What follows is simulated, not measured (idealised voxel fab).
The following is a process module called voxel trench capacitor.
270 nm wide, 5 nm square cells: that's cross-section cut.
Cross-section = grid of square cells, listed top down in bands; band = one or more rows. Top height, bottom height, nm. Materials left to right, width each, nm. Single material + "edge to edge" = fills band edge to edge. "blank" = empty. The level at which height equals 0 is the one under which the wafer, as it arrives, is entirely one material. No lower edge exists for the bottom band, which continues downward and is notated as in "from 0 down". The notation "30 to 40" denotes a width that varies across the rows of cells in the band, beginning at the first number in the top row, finishing at the second number in the bottom row, and changing by an identical amount from each row to the next. Key: "no change" - step with no changed cell in the cross-section. The list in "Closed voids list" covers empty spaces of 8 cells or more that cannot reach the top through any open way, and it gives each as width x height at distance; the distance is from the left edge, and width, height and distance are in nm. It should be noted that, on the line of a given step, the content following the step's settings is a remark produced by the simulator itself with respect to that step. You can add "overlay nm" to a step's line. For a step with a mask, it describes how far the mask lay to the right of its planned position, and a negative number describes a lay to the left.
**The steps planned for the process are as follows**
1) RECEIVE with material Si
2) CONFORMAL_DEP with material SiN, thk nm 10
3) DIRECTIONAL_DEP with material aC, thk nm 15
4) PATTERN with tone open, mask id TRENCH, material resist, width nm 15, pitch nm 40, thk nm 35, overlay nm 0
5) DIRECTIONAL_ETCH with etch materials aC, depth nm 15
6) STRIP with etch materials resist
7) DIRECTIONAL_ETCH with etch materials SiN, depth nm 10
8) DIRECTIONAL_ETCH with etch materials Si, depth nm 30
9) STRIP with etch materials aC
10) CONFORMAL_DEP with material HfO2, thk nm 5
11) CONFORMAL_DEP with material TiN, thk nm 5
12) FILL_DEP with material W, thk nm 5
13) CMP with height nm 10
The wafers in this document start out alike and differ in the width nm applied at step 4; the plan shows the value used for the first wafer.
**Cut through the first of several wafers as received, post step 1**
* from 0 down  Si edge to edge
* Closed voids list: none
**Once step 13, the last step, is complete, the module is at its end; this is the cross-section of the first of several wafers**
* from 10 to 0  SiN: 85; HfO2: 5; TiN: 5; HfO2: 5; SiN: 25; HfO2: 5; TiN: 5; HfO2: 5; SiN: 25; HfO2: 5; TiN: 5; HfO2: 5; SiN: 90
* from 0 to -25  Si: 85; HfO2: 5; TiN: 5; HfO2: 5; Si: 25; HfO2: 5; TiN: 5; HfO2: 5; Si: 25; HfO2: 5; TiN: 5; HfO2: 5; Si: 90
* from -25 to -30  Si: 85; HfO2: 15; Si: 25; HfO2: 15; Si: 25; HfO2: 15; Si: 90
* from -30 down  Si edge to edge
* Closed voids list: none
**Final wafer of several, shown in cross-section at the end of the module**
* from 10 to 0  SiN: 80; HfO2: 5; TiN: 5; W: 5; TiN: 5; HfO2: 5; SiN: 15; HfO2: 5; TiN: 5; W: 5; TiN: 5; HfO2: 5; SiN: 15; HfO2: 5; TiN: 5; W: 5; TiN: 5; HfO2: 5; SiN: 85
* from 0 to -20  Si: 80; HfO2: 5; TiN: 5; W: 5; TiN: 5; HfO2: 5; Si: 15; HfO2: 5; TiN: 5; W: 5; TiN: 5; HfO2: 5; Si: 15; HfO2: 5; TiN: 5; W: 5; TiN: 5; HfO2: 5; Si: 85
* from -20 to -25  Si: 80; HfO2: 5; TiN: 15; HfO2: 5; Si: 15; HfO2: 5; TiN: 15; HfO2: 5; Si: 15; HfO2: 5; TiN: 15; HfO2: 5; Si: 85
* from -25 to -30  Si: 80; HfO2: 25; Si: 15; HfO2: 25; Si: 15; HfO2: 25; Si: 85
* from -30 down  Si edge to edge
* Closed voids list: none
**Take any row and you have a wafer at the end of the module: how many cells of each material it has gained (+) or lost (-) since it was received, and then its closed voids**
width nm 15; +51 HfO2; -54 Si; +90 SiN; +21 TiN; Closed voids list: none
width nm 20; +54 HfO2; -72 Si; +84 SiN; +42 TiN; Closed voids list: none
width nm 25; +57 HfO2; -90 Si; +78 SiN; +45 TiN; +18 W; Closed voids list: none
